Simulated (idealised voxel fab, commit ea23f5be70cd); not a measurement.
The following process module bears the name voxel released beams.
Cross-sectional view cut (width: 180 nm; square cell size: 5 nm).
Think of the cross-section as a grid of square cells. We describe it in bands, top to bottom, and each band covers one or more rows of those cells. A band entry consists of two parts. The first gives the height of the band's top and the height of its bottom, in nm. The rest lists the band's materials from left to right, each with its width in nm. A single material labelled with the word "throughout" fills the band from edge to edge, and the word "blank" marks empty space. Height datum 0, below which the as-received substrate wafer is one material. Lowest band open at the bottom, running downward: "0..down". Note: "30..40" means the width goes from the first number (top row of the band) to the second number (bottom row) in equal steps per row of cells. "nothing was modified" for a step: no cell of the cross-section changed in that step. Empty spaces counting at least 8 cells and having no open way to the top are listed in "Sealed internal voids". The notation width x height at distance is used for each, the distance being from the left edge and all three values in nm. On each step's line, the part that comes after the settings is the simulator's own comment on the step. overlay nm: on a step with a mask, how far right of its planned place the mask lay; negative means left.
Process steps foreseen in the plan
step 1: RECEIVE, material Si
step 2: CONFORMAL_DEP, material Al2O3, thk nm 5
step 3: DIRECTIONAL_DEP, material SiO2, thk nm 20
step 4: MASKED_ETCH, tone open, mask id ANCHOR, width nm 40, etch materials SiO2, depth nm 20, overlay nm 0
step 5: CONFORMAL_DEP, material SiN, thk nm 15
step 6: PATTERN, tone cover, mask id BEAM, material resist, width nm 105, thk nm 15, overlay nm 0
step 7: DIRECTIONAL_ETCH, etch materials SiN, depth nm 15
step 8: STRIP, etch materials resist
step 9: STRIP, etch materials SiO2
First out of two wafers; run went to plan
Shown in cross-section is the wafer as received, that is, as it stands after step 1
0..down | Si throughout
Sealed internal voids: none
The wafer, seen in cross-section, after step 2
5..0 | Al2O3 throughout
No changes below 0.
The wafer, seen in cross-section, after step 3
25..5 | SiO2 throughout
No changes below 5.
The wafer, seen in cross-section, after step 4
25..5 | 40 of SiO2 | 40 of blank | 100 of SiO2
No changes below 5.
The wafer, seen in cross-section, after step 5
40..25 | 55 of SiN | 10 of blank | 115 of SiN
25..20 | 40 of SiO2 | 15 of SiN | 10 of blank | 15 of SiN | 100 of SiO2
20..5 | 40 of SiO2 | 40 of SiN | 100 of SiO2
No changes below 5.
The wafer, seen in cross-section, after step 6
55..40 | 35 of blank | 105 of resist | 40 of blank
40..25 | 55 of SiN | 10 of resist | 115 of SiN
25..20 | 40 of SiO2 | 15 of SiN | 10 of resist | 15 of SiN | 100 of SiO2
No changes below 20.
The wafer, seen in cross-section, after step 7
55..40 | 35 of blank | 105 of resist | 40 of blank
40..25 | 35 of blank | 20 of SiN | 10 of resist | 75 of SiN | 40 of blank
No changes below 25.
The wafer, seen in cross-section, after step 8
40..25 | 35 of blank | 20 of SiN | 10 of blank | 75 of SiN | 40 of blank
25..20 | 40 of SiO2 | 15 of SiN | 10 of blank | 15 of SiN | 100 of SiO2
No changes below 20.
The wafer, seen in cross-section, after step 9
40..25 | 35 of blank | 20 of SiN | 10 of blank | 75 of SiN | 40 of blank
25..20 | 40 of blank | 15 of SiN | 10 of blank | 15 of SiN | 100 of blank
20..5 | 40 of blank | 40 of SiN | 100 of blank
No changes below 5.
Second wafer, same starting state and plan as the first, one mistake in the run, identical through step 1
What the second wafer looks like in cross-section when step 2 should have wrapped up: nothing was modified
What the second wafer looks like in cross-section when step 3 should have wrapped up
20..0 | SiO2 throughout
No changes below 0.
What the second wafer looks like in cross-section when step 4 should have wrapped up
20..0 | 40 of SiO2 | 40 of blank | 100 of SiO2
No changes below 0.
What the second wafer looks like in cross-section when step 5 should have wrapped up
35..20 | 55 of SiN | 10 of blank | 115 of SiN
20..15 | 40 of SiO2 | 15 of SiN | 10 of blank | 15 of SiN | 100 of SiO2
15..0 | 40 of SiO2 | 40 of SiN | 100 of SiO2
No changes below 0.
What the second wafer looks like in cross-section when step 6 should have wrapped up
50..35 | 35 of blank | 105 of resist | 40 of blank
35..20 | 55 of SiN | 10 of resist | 115 of SiN
20..15 | 40 of SiO2 | 15 of SiN | 10 of resist | 15 of SiN | 100 of SiO2
No changes below 15.
What the second wafer looks like in cross-section when step 7 should have wrapped up
50..35 | 35 of blank | 105 of resist | 40 of blank
35..20 | 35 of blank | 20 of SiN | 10 of resist | 75 of SiN | 40 of blank
No changes below 20.
What the second wafer looks like in cross-section when step 8 should have wrapped up
35..20 | 35 of blank | 20 of SiN | 10 of blank | 75 of SiN | 40 of blank
20..15 | 40 of SiO2 | 15 of SiN | 10 of blank | 15 of SiN | 100 of SiO2
No changes below 15.
What the second wafer looks like in cross-section when step 9 should have wrapped up
35..20 | 35 of blank | 20 of SiN | 10 of blank | 75 of SiN | 40 of blank
20..15 | 40 of blank | 15 of SiN | 10 of blank | 15 of SiN | 100 of blank
15..0 | 40 of blank | 40 of SiN | 100 of blank
No changes below 0.
The plan and the run diverged here: skipped: plan step 2 (never run)
End of process, cell counts, second wafer against first, materials with more or fewer: 36 fewer of Al2O3
